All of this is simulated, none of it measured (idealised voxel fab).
A process module follows: voxel capacitor over wiring.
cross-section cut | 190 nm wide | cells 5 nm
In this document a cross-section is written as a grid of square cells. It is given as a series of bands, listed from the top down, and a band is one or more rows of cells. The entry gives the band's vertical extent as a top height and a bottom height in nm, then its horizontal make-up as materials from left to right, each with a width in nm. "air" stands for empty space; a single material marked "throughout" fills the band edge to edge. For the purposes of this specification, 0 denotes the height below which the wafer in its as-received condition is composed wholly of one material, and the lowermost band, lacking a lower limit, extends downward without end, as expressed in "0 nm and below". A two-number width, for instance "30 to 40", indicates that the width is equal to the first number in the top row of the band and to the second number in the bottom row, and that it changes by a constant amount per row of cells. You'll sometimes find "no modification" written for a step, and that's the way of saying that nowhere in the cross-section did a cell change during that step. If an empty space has no open way to the top and is at least 8 cells in size, "Listed closed voids" lists it, written width x height at distance, where distance is measured from the left edge and every value is in nm. If you see something after the settings on a step's line, that's the simulator's own remark about that step. "overlay nm" on a masked step: distance the mask lay right of its planned place, negative for left.

[Planned step list for the process]
- 1: RECEIVE with material Si
- 2: CONFORMAL_DEP with material SiO2, thk nm 10
- 3: CONFORMAL_DEP with material SiN, thk nm 5
- 4: DIRECTIONAL_DEP with material lowk, thk nm 25
- 5: PATTERN with tone open, mask id METAL_1, material resist, width nm 30, pitch nm 80, thk nm 20, overlay nm 0
- 6: DIRECTIONAL_ETCH with etch materials lowk, depth nm 25
- 7: DIRECTIONAL_ETCH with etch materials SiN, depth nm 5
- 8: STRIP with etch materials resist
- 9: CONFORMAL_DEP with material TiN, thk nm 5
- 10: FILL_DEP with material Cu, thk nm 5
- 11: CMP with height nm 40
- 12: CONFORMAL_DEP with material SiCN, thk nm 5
- 13: DIRECTIONAL_DEP with material lowk, thk nm 10
- 14: MASKED_ETCH with tone open, mask id PLUG_1, width nm 15, etch materials lowk, depth nm 10, overlay nm 0
- 15: MASKED_ETCH with tone open, mask id PLUG_1, width nm 15, etch materials SiCN, depth nm 5, overlay nm 0
- 16: CONFORMAL_DEP with material TiN, thk nm 5
- 17: FILL_DEP with material Ru, thk nm 10
- 18: CMP with height nm 55
- 19: DIRECTIONAL_DEP with material TiN, thk nm 5
- 20: DIRECTIONAL_DEP with material SiN, thk nm 5
- 21: DIRECTIONAL_DEP with material TiN, thk nm 10
- 22: MASKED_ETCH with tone cover, mask id UPPER_PLATE, width nm 55, etch materials TiN, depth nm 10, overlay nm 0
- 23: MASKED_ETCH with tone cover, mask id UPPER_PLATE, width nm 55, etch materials SiN, depth nm 5, overlay nm 0
- 24: MASKED_ETCH with tone cover, mask id LOWER_PLATE, width nm 65, etch materials TiN, depth nm 5, overlay nm 0
- 25: FILL_DEP with material SiO2, thk nm 15
- 26: CMP with height nm 85
- 27: MASKED_ETCH with tone open, mask id PLUG_2, width nm 15, etch materials SiO2, depth nm 10, overlay nm 0
- 28: CONFORMAL_DEP with material TiN, thk nm 5
- 29: FILL_DEP with material Ru, thk nm 10
- 30: CMP with height nm 85
- 31: CONFORMAL_DEP with material SiN, thk nm 5

[First wafer out of two, processed as planned]

[As-received state of the wafer in cross-section, equivalent to post-step 1]
> 0 nm and below | Si throughout
> Listed closed voids: none

[The following cross-section depicts the wafer upon completion of step 2]
> 10 nm to 0 nm | SiO2 throughout
> Anything lower than 0 is untouched.

[The following cross-section depicts the wafer upon completion of step 3]
> 15 nm to 10 nm | SiN throughout
> Anything lower than 10 is untouched.

[The following cross-section depicts the wafer upon completion of step 4]
> 40 nm to 15 nm | lowk throughout
> Anything lower than 15 is untouched.

[The following cross-section depicts the wafer upon completion of step 5]
> 60 nm to 40 nm | resist 40 nm / air 30 nm / resist 50 nm / air 30 nm / resist 40 nm
> Anything lower than 40 is untouched.

[The following cross-section depicts the wafer upon completion of step 6]
> 60 nm to 40 nm | resist 40 nm / air 30 nm / resist 50 nm / air 30 nm / resist 40 nm
> 40 nm to 15 nm | lowk 40 nm / air 30 nm / lowk 50 nm / air 30 nm / lowk 40 nm
> Anything lower than 15 is untouched.

[The following cross-section depicts the wafer upon completion of step 7]
> 60 nm to 40 nm | resist 40 nm / air 30 nm / resist 50 nm / air 30 nm / resist 40 nm
> 40 nm to 15 nm | lowk 40 nm / air 30 nm / lowk 50 nm / air 30 nm / lowk 40 nm
> 15 nm to 10 nm | SiN 40 nm / air 30 nm / SiN 50 nm / air 30 nm / SiN 40 nm
> Anything lower than 10 is untouched.

[The following cross-section depicts the wafer upon completion of step 8]
> 40 nm to 15 nm | lowk 40 nm / air 30 nm / lowk 50 nm / air 30 nm / lowk 40 nm
> Anything lower than 15 is untouched.

[The following cross-section depicts the wafer upon completion of step 9]
> 45 nm to 40 nm | TiN 45 nm / air 20 nm / TiN 60 nm / air 20 nm / TiN 45 nm
> 40 nm to 15 nm | lowk 40 nm / TiN 5 nm / air 20 nm / TiN 5 nm / lowk 50 nm / TiN 5 nm / air 20 nm / TiN 5 nm / lowk 40 nm
> 15 nm to 10 nm | SiN 40 nm / TiN 30 nm / SiN 50 nm / TiN 30 nm / SiN 40 nm
> Anything lower than 10 is untouched.

[The following cross-section depicts the wafer upon completion of step 10]
> 50 nm to 45 nm | Cu throughout
> 45 nm to 40 nm | TiN 45 nm / Cu 20 nm / TiN 60 nm / Cu 20 nm / TiN 45 nm
> 40 nm to 15 nm | lowk 40 nm / TiN 5 nm / Cu 20 nm / TiN 5 nm / lowk 50 nm / TiN 5 nm / Cu 20 nm / TiN 5 nm / lowk 40 nm
> Anything lower than 15 is untouched.

[The following cross-section depicts the wafer upon completion of step 11]
> 40 nm to 15 nm | lowk 40 nm / TiN 5 nm / Cu 20 nm / TiN 5 nm / lowk 50 nm / TiN 5 nm / Cu 20 nm / TiN 5 nm / lowk 40 nm
> Anything lower than 15 is untouched.

[The following cross-section depicts the wafer upon completion of step 12]
> 45 nm to 40 nm | SiCN throughout
> Anything lower than 40 is untouched.

[The following cross-section depicts the wafer upon completion of step 13]
> 55 nm to 45 nm | lowk throughout
> Anything lower than 45 is untouched.

[The following cross-section depicts the wafer upon completion of step 14]
> 55 nm to 45 nm | lowk 55 nm / air 15 nm / lowk 120 nm
> Anything lower than 45 is untouched.

[The following cross-section depicts the wafer upon completion of step 15]
> 55 nm to 45 nm | lowk 55 nm / air 15 nm / lowk 120 nm
> 45 nm to 40 nm | SiCN 55 nm / air 15 nm / SiCN 120 nm
> Anything lower than 40 is untouched.

[The following cross-section depicts the wafer upon completion of step 16]
> 60 nm to 55 nm | TiN 60 nm / air 5 nm / TiN 125 nm
> 55 nm to 45 nm | lowk 55 nm / TiN 5 nm / air 5 nm / TiN 5 nm / lowk 120 nm
> 45 nm to 40 nm | SiCN 55 nm / TiN 15 nm / SiCN 120 nm
> Anything lower than 40 is untouched.

[The following cross-section depicts the wafer upon completion of step 17]
> 70 nm to 60 nm | Ru throughout
> 60 nm to 55 nm | TiN 60 nm / Ru 5 nm / TiN 125 nm
> 55 nm to 45 nm | lowk 55 nm / TiN 5 nm / Ru 5 nm / TiN 5 nm / lowk 120 nm
> Anything lower than 45 is untouched.

[The following cross-section depicts the wafer upon completion of step 18]
> 55 nm to 45 nm | lowk 55 nm / TiN 5 nm / Ru 5 nm / TiN 5 nm / lowk 120 nm
> Anything lower than 45 is untouched.

[The following cross-section depicts the wafer upon completion of step 19]
> 60 nm to 55 nm | TiN throughout
> Anything lower than 55 is untouched.

[The following cross-section depicts the wafer upon completion of step 20]
> 65 nm to 60 nm | SiN throughout
> Anything lower than 60 is untouched.

[The following cross-section depicts the wafer upon completion of step 21]
> 75 nm to 65 nm | TiN throughout
> Anything lower than 65 is untouched.

[The following cross-section depicts the wafer upon completion of step 22]
> 75 nm to 65 nm | air 55 nm / TiN 55 nm / air 80 nm
> Anything lower than 65 is untouched.

[The following cross-section depicts the wafer upon completion of step 23]
> 75 nm to 65 nm | air 55 nm / TiN 55 nm / air 80 nm
> 65 nm to 60 nm | air 55 nm / SiN 55 nm / air 80 nm
> Anything lower than 60 is untouched.

[The following cross-section depicts the wafer upon completion of step 24]
> 75 nm to 65 nm | air 55 nm / TiN 55 nm / air 80 nm
> 65 nm to 60 nm | air 55 nm / SiN 55 nm / air 80 nm
> 60 nm to 55 nm | air 50 nm / TiN 65 nm / air 75 nm
> Anything lower than 55 is untouched.

[The following cross-section depicts the wafer upon completion of step 25]
> 90 nm to 75 nm | SiO2 throughout
> 75 nm to 65 nm | SiO2 55 nm / TiN 55 nm / SiO2 80 nm
> 65 nm to 60 nm | SiO2 55 nm / SiN 55 nm / SiO2 80 nm
> 60 nm to 55 nm | SiO2 50 nm / TiN 65 nm / SiO2 75 nm
> Anything lower than 55 is untouched.

[The following cross-section depicts the wafer upon completion of step 26]
> 85 nm to 75 nm | SiO2 throughout
> Anything lower than 75 is untouched.

[The following cross-section depicts the wafer upon completion of step 27]
> 85 nm to 75 nm | SiO2 65 nm / air 15 nm / SiO2 110 nm
> Anything lower than 75 is untouched.

[The following cross-section depicts the wafer upon completion of step 28]
> 90 nm to 85 nm | TiN 70 nm / air 5 nm / TiN 115 nm
> 85 nm to 80 nm | SiO2 65 nm / TiN 5 nm / air 5 nm / TiN 5 nm / SiO2 110 nm
> 80 nm to 75 nm | SiO2 65 nm / TiN 15 nm / SiO2 110 nm
> Anything lower than 75 is untouched.

[The following cross-section depicts the wafer upon completion of step 29]
> 100 nm to 90 nm | Ru throughout
> 90 nm to 85 nm | TiN 70 nm / Ru 5 nm / TiN 115 nm
> 85 nm to 80 nm | SiO2 65 nm / TiN 5 nm / Ru 5 nm / TiN 5 nm / SiO2 110 nm
> Anything lower than 80 is untouched.

[The following cross-section depicts the wafer upon completion of step 30]
> 85 nm to 80 nm | SiO2 65 nm / TiN 5 nm / Ru 5 nm / TiN 5 nm / SiO2 110 nm
> Anything lower than 80 is untouched.

[The following cross-section depicts the wafer upon completion of step 31]
> 90 nm to 85 nm | SiN throughout
> Anything lower than 85 is untouched.

[Wafer two: like wafer one in start and plan, but with one mistake in execution; identical up to and including step 6]

[Here is the second wafer in cross-section at the point where step 7 of the plan should have been done]
> 60 nm to 40 nm | resist 40 nm / air 30 nm / resist 50 nm / air 30 nm / resist 40 nm
> 40 nm to 15 nm | lowk 40 nm / air 30 nm / lowk 50 nm / air 30 nm / lowk 40 nm
> 15 nm to 10 nm | SiN 40 nm / air 30 nm / SiN 50 nm / air 30 nm / SiN 40 nm
> Anything lower than 10 is untouched.

[Here is the second wafer in cross-section at the point where step 8 of the plan should have been done]
> 40 nm to 15 nm | lowk 40 nm / air 30 nm / lowk 50 nm / air 30 nm / lowk 40 nm
> Anything lower than 15 is untouched.

[Here is the second wafer in cross-section at the point where step 9 of the plan should have been done]
> 45 nm to 40 nm | TiN 45 nm / air 20 nm / TiN 60 nm / air 20 nm / TiN 45 nm
> 40 nm to 15 nm | lowk 40 nm / TiN 5 nm / air 20 nm / TiN 5 nm / lowk 50 nm / TiN 5 nm / air 20 nm / TiN 5 nm / lowk 40 nm
> 15 nm to 10 nm | SiN 40 nm / TiN 30 nm / SiN 50 nm / TiN 30 nm / SiN 40 nm
> Anything lower than 10 is untouched.

[Here is the second wafer in cross-section at the point where step 10 of the plan should have been done]
> 50 nm to 45 nm | Cu throughout
> 45 nm to 40 nm | TiN 45 nm / Cu 20 nm / TiN 60 nm / Cu 20 nm / TiN 45 nm
> 40 nm to 15 nm | lowk 40 nm / TiN 5 nm / Cu 20 nm / TiN 5 nm / lowk 50 nm / TiN 5 nm / Cu 20 nm / TiN 5 nm / lowk 40 nm
> Anything lower than 15 is untouched.

[Here is the second wafer in cross-section at the point where step 11 of the plan should have been done]
> 40 nm to 15 nm | lowk 40 nm / TiN 5 nm / Cu 20 nm / TiN 5 nm / lowk 50 nm / TiN 5 nm / Cu 20 nm / TiN 5 nm / lowk 40 nm
> Anything lower than 15 is untouched.

[Here is the second wafer in cross-section at the point where step 12 of the plan should have been done]
> 45 nm to 40 nm | SiCN throughout
> Anything lower than 40 is untouched.

[Here is the second wafer in cross-section at the point where step 13 of the plan should have been done]
> 55 nm to 45 nm | lowk throughout
> Anything lower than 45 is untouched.

[Here is the second wafer in cross-section at the point where step 14 of the plan should have been done]
> 55 nm to 45 nm | lowk 55 nm / air 15 nm / lowk 120 nm
> Anything lower than 45 is untouched.

[Here is the second wafer in cross-section at the point where step 15 of the plan should have been done]
> 55 nm to 45 nm | lowk 55 nm / air 15 nm / lowk 120 nm
> 45 nm to 40 nm | SiCN 55 nm / air 15 nm / SiCN 120 nm
> Anything lower than 40 is untouched.

[Here is the second wafer in cross-section at the point where step 16 of the plan should have been done]
> 60 nm to 55 nm | TiN 60 nm / air 5 nm / TiN 125 nm
> 55 nm to 45 nm | lowk 55 nm / TiN 5 nm / air 5 nm / TiN 5 nm / lowk 120 nm
> 45 nm to 40 nm | SiCN 55 nm / TiN 15 nm / SiCN 120 nm
> Anything lower than 40 is untouched.

[Here is the second wafer in cross-section at the point where step 17 of the plan should have been done]
> 70 nm to 60 nm | Ru throughout
> 60 nm to 55 nm | TiN 60 nm / Ru 5 nm / TiN 125 nm
> 55 nm to 45 nm | lowk 55 nm / TiN 5 nm / Ru 5 nm / TiN 5 nm / lowk 120 nm
> Anything lower than 45 is untouched.

[Here is the second wafer in cross-section at the point where step 18 of the plan should have been done]
> 55 nm to 45 nm | lowk 55 nm / TiN 5 nm / Ru 5 nm / TiN 5 nm / lowk 120 nm
> Anything lower than 45 is untouched.

[Here is the second wafer in cross-section at the point where step 19 of the plan should have been done]
> 60 nm to 55 nm | TiN throughout
> Anything lower than 55 is untouched.

[Here is the second wafer in cross-section at the point where step 20 of the plan should have been done]
> 65 nm to 60 nm | SiN throughout
> Anything lower than 60 is untouched.

[Here is the second wafer in cross-section at the point where step 21 of the plan should have been done]
> 75 nm to 65 nm | TiN throughout
> Anything lower than 65 is untouched.

[Here is the second wafer in cross-section at the point where step 22 of the plan should have been done]
> 75 nm to 65 nm | air 55 nm / TiN 55 nm / air 80 nm
> Anything lower than 65 is untouched.

[Here is the second wafer in cross-section at the point where step 23 of the plan should have been done]
> 75 nm to 65 nm | air 55 nm / TiN 55 nm / air 80 nm
> 65 nm to 60 nm | air 55 nm / SiN 55 nm / air 80 nm
> Anything lower than 60 is untouched.

[Here is the second wafer in cross-section at the point where step 24 of the plan should have been done]
> 75 nm to 65 nm | air 55 nm / TiN 55 nm / air 80 nm
> 65 nm to 60 nm | air 55 nm / SiN 55 nm / air 80 nm
> 60 nm to 55 nm | air 50 nm / TiN 65 nm / air 75 nm
> Anything lower than 55 is untouched.

[Here is the second wafer in cross-section at the point where step 25 of the plan should have been done]
> 90 nm to 75 nm | SiO2 throughout
> 75 nm to 65 nm | SiO2 55 nm / TiN 55 nm / SiO2 80 nm
> 65 nm to 60 nm | SiO2 55 nm / SiN 55 nm / SiO2 80 nm
> 60 nm to 55 nm | SiO2 50 nm / TiN 65 nm / SiO2 75 nm
> Anything lower than 55 is untouched.

[Here is the second wafer in cross-section at the point where step 26 of the plan should have been done]
> 85 nm to 75 nm | SiO2 throughout
> Anything lower than 75 is untouched.

[Here is the second wafer in cross-section at the point where step 27 of the plan should have been done]
> 85 nm to 75 nm | SiO2 65 nm / air 15 nm / SiO2 110 nm
> Anything lower than 75 is untouched.

[Here is the second wafer in cross-section at the point where step 28 of the plan should have been done]
> 90 nm to 85 nm | TiN 70 nm / air 5 nm / TiN 115 nm
> 85 nm to 80 nm | SiO2 65 nm / TiN 5 nm / air 5 nm / TiN 5 nm / SiO2 110 nm
> 80 nm to 75 nm | SiO2 65 nm / TiN 15 nm / SiO2 110 nm
> Anything lower than 75 is untouched.

[Here is the second wafer in cross-section at the point where step 29 of the plan should have been done]
> 100 nm to 90 nm | Ru throughout
> 90 nm to 85 nm | TiN 70 nm / Ru 5 nm / TiN 115 nm
> 85 nm to 80 nm | SiO2 65 nm / TiN 5 nm / Ru 5 nm / TiN 5 nm / SiO2 110 nm
> Anything lower than 80 is untouched.

[Here is the second wafer in cross-section at the point where step 30 of the plan should have been done]
> 85 nm to 80 nm | SiO2 65 nm / TiN 5 nm / Ru 5 nm / TiN 5 nm / SiO2 110 nm
> Anything lower than 80 is untouched.

[Here is the second wafer in cross-section at the point where step 31 of the plan should have been done]
> 90 nm to 85 nm | SiN throughout
> Anything lower than 85 is untouched.
Nonconformance to the process plan: step 7 of the plan was executed twice over
The final cross-section is the same for the two wafers, so this model computes the same thing whether or not the mistake was made.
